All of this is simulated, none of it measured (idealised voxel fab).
Documented hereafter: the process module known as voxel trench capacitor.
The figure presents cross-section cut, which has a width of 250 nm and is divided into square cells with an edge length of 5 nm.
Cross-section = grid of square cells, listed top down in bands; band = one or more rows. This entry defines a band. It first specifies the height of the band's top and the height of its bottom in nm, and then specifies the band's materials from left to right, stating each material with its width in nm. The word "all across" identifies a single material that fills the band from edge to edge, while the word "blank" identifies empty space. Where do heights start? At 0: under that level the wafer as delivered is made of one material only. And the lowest band has no floor; it just carries on downward, as in "from 0 down". Note: "30 to 40" means the width goes from the first number (top row of the band) to the second number (bottom row) in equal steps per row of cells. It should be understood that the words "remained the same", when stated for a given step, signify that the cross-section underwent no change in any of its cells during that step. Under "Catalogued sealed voids" you'll find the enclosed gaps, the ones with no way out to the top, that are 8 cells or bigger; each reads width x height at distance, with distance counted from the left edge, everything in nm. Step line, after settings: the simulator's comment on this step. The line of a step may include "overlay nm". On a step with a mask, this value is how far to the right of its planned place the mask lay. A negative value means the mask lay to the left.
Below is the list of planned process steps
1: RECEIVE,material Si
2: CONFORMAL_DEP,material SiN,thk nm 10
3: DIRECTIONAL_DEP,material aC,thk nm 15
4: PATTERN,tone open,mask id TRENCH,material resist,width nm 30,pitch nm 60,thk nm 35,overlay nm -15
5: DIRECTIONAL_ETCH,etch materials aC,depth nm 15
6: STRIP,etch materials resist
7: DIRECTIONAL_ETCH,etch materials SiN,depth nm 10
8: DIRECTIONAL_ETCH,etch materials Si,depth nm 25
9: STRIP,etch materials aC
10: CONFORMAL_DEP,material Al2O3,thk nm 5
11: CONFORMAL_DEP,material TiN,thk nm 5
12: FILL_DEP,material W,thk nm 5
13: CMP,height nm 10
It is noted that the wafers described herein are identical at the outset and are distinguished by the overlay nm of step 4; the value stated in the plan corresponds to the first wafer.
First of several wafers (as received, post step 1), cross-sectional view
    from 0 down | Si all across
    Catalogued sealed voids: none
Module finished, last step 13 done: cross-section of the first of several wafers
    from 10 to 0 | SiN 65 / Al2O3 5 / TiN 5 / W 10 / TiN 5 / Al2O3 5 / SiN 30 / Al2O3 5 / TiN 5 / W 10 / TiN 5 / Al2O3 5 / SiN 95
    from 0 to -15 | Si 65 / Al2O3 5 / TiN 5 / W 10 / TiN 5 / Al2O3 5 / Si 30 / Al2O3 5 / TiN 5 / W 10 / TiN 5 / Al2O3 5 / Si 95
    from -15 to -20 | Si 65 / Al2O3 5 / TiN 20 / Al2O3 5 / Si 30 / Al2O3 5 / TiN 20 / Al2O3 5 / Si 95
    from -20 to -25 | Si 65 / Al2O3 30 / Si 30 / Al2O3 30 / Si 95
    from -25 down | Si all across
    Catalogued sealed voids: none
Last wafer of the set, cross-sectioned at end of module
    from 10 to 0 | SiN 95 / Al2O3 5 / TiN 5 / W 10 / TiN 5 / Al2O3 5 / SiN 30 / Al2O3 5 / TiN 5 / W 10 / TiN 5 / Al2O3 5 / SiN 65
    from 0 to -15 | Si 95 / Al2O3 5 / TiN 5 / W 10 / TiN 5 / Al2O3 5 / Si 30 / Al2O3 5 / TiN 5 / W 10 / TiN 5 / Al2O3 5 / Si 65
    from -15 to -20 | Si 95 / Al2O3 5 / TiN 20 / Al2O3 5 / Si 30 / Al2O3 5 / TiN 20 / Al2O3 5 / Si 65
    from -20 to -25 | Si 95 / Al2O3 30 / Si 30 / Al2O3 30 / Si 65
    from -25 down | Si all across
    Catalogued sealed voids: none
Below, a row for every wafer. Read it as the end-of-module picture: for each material the wafer shows its cells gained (+) or lost (-) since it was received, and then its closed voids
overlay nm -15, +36 Al2O3, -60 Si, +76 SiN, +28 TiN, +20 W, Catalogued sealed voids: none
overlay nm -10, +36 Al2O3, -60 Si, +76 SiN, +28 TiN, +20 W, Catalogued sealed voids: none
overlay nm -5, +36 Al2O3, -60 Si, +76 SiN, +28 TiN, +20 W, Catalogued sealed voids: none
overlay nm 0, +36 Al2O3, -60 Si, +76 SiN, +28 TiN, +20 W, Catalogued sealed voids: none
overlay nm 5, +36 Al2O3, -60 Si, +76 SiN, +28 TiN, +20 W, Catalogued sealed voids: none
overlay nm 10, +36 Al2O3, -60 Si, +76 SiN, +28 TiN, +20 W, Catalogued sealed voids: none
overlay nm 15, +36 Al2O3, -60 Si, +76 SiN, +28 TiN, +20 W, Catalogued sealed voids: none
